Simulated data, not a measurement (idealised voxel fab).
Process module under the name voxel local oxidation
Shown is cross-section cut, with a width of 250 nm and square cells of size 5 nm.
Cross-section, as written here: a square-cell grid given band by band from the top down, where a band holds one or more rows of cells.
This entry defines a band. It first specifies the height of the band's top and the height of its bottom in nm, and then specifies the band's materials from left to right, stating each material with its width in nm. The word "all across" identifies a single material that fills the band from edge to edge, while the word "air" identifies empty space.
Measure heights from 0. That's the level where, below it, the as-received wafer is all one material. The lowest band is bottomless and extends downward; write it as in "0 -> down".
The notation "30..40" denotes a width that varies across the rows of cells in the band, beginning at the first number in the top row, finishing at the second number in the bottom row, and changing by an identical amount from each row to the next.
"no change occurred" after a step means that no cell of the cross-section changed.
This entry, "Sealed void listing", enumerates those empty regions of no fewer than 8 cells that possess no open connection to the top. Each region is reported in the form width x height at distance, the distance being taken from the left edge, with all three quantities expressed in nm.
Read whatever lies past the settings on a step's line as the simulator's own remark about the step.
overlay nm: mask offset rightward from planned place, masked step; negative means leftward offset.

Below is the list of planned process steps:
| 1 | RECEIVE: material Si |
| 2 | OXIDIZE: depth nm 5 |
| 3 | CONFORMAL_DEP: material SiN, thk nm 10 |
| 4 | PATTERN: tone cover, mask id ACTIVE, material resist, width nm 120, thk nm 15, overlay nm 0 |
| 5 | DIRECTIONAL_ETCH: etch materials SiN, depth nm 10 |
| 6 | STRIP: etch materials resist |
| 7 | SELECTIVE_ETCH: etch materials SiO2, depth nm 5 |
| 8 | OXIDIZE: depth nm 15 |
| 9 | STRIP: etch materials SiN |

Cross-section, incoming material, after step 1:
    0 -> down: Si all across
    Sealed void listing: none

End-of-module XS, first of two wafers, run as planned:
    0 -> -5: 70 of air / 110 of SiO2 / 70 of air
    -5 -> -20: 85 of SiO2 / 80 of Si / 85 of SiO2
    -20 -> down: Si all across
    Sealed void listing: none

What the second wafer looks like in cross-section once the module is done. Its start and its plan matched the first wafer's exactly; what differed was one mistake in how it was run:
    0 -> -5: 60 of SiO2 / 130 of air / 60 of SiO2
    -5 -> -20: 45 of Si / 160 of SiO2 / 45 of Si
    -20 -> down: Si all across
    Sealed void listing: none
Which mistake was made when the wafer was run? note that step 4 departed from the planned setting and was carried out as PATTERN: tone open, mask id ACTIVE, material resist, width nm 120, thk nm 15, overlay nm 0
Cell-count delta at end, second wafer over first, by material: +6 Si, -4 SiO2
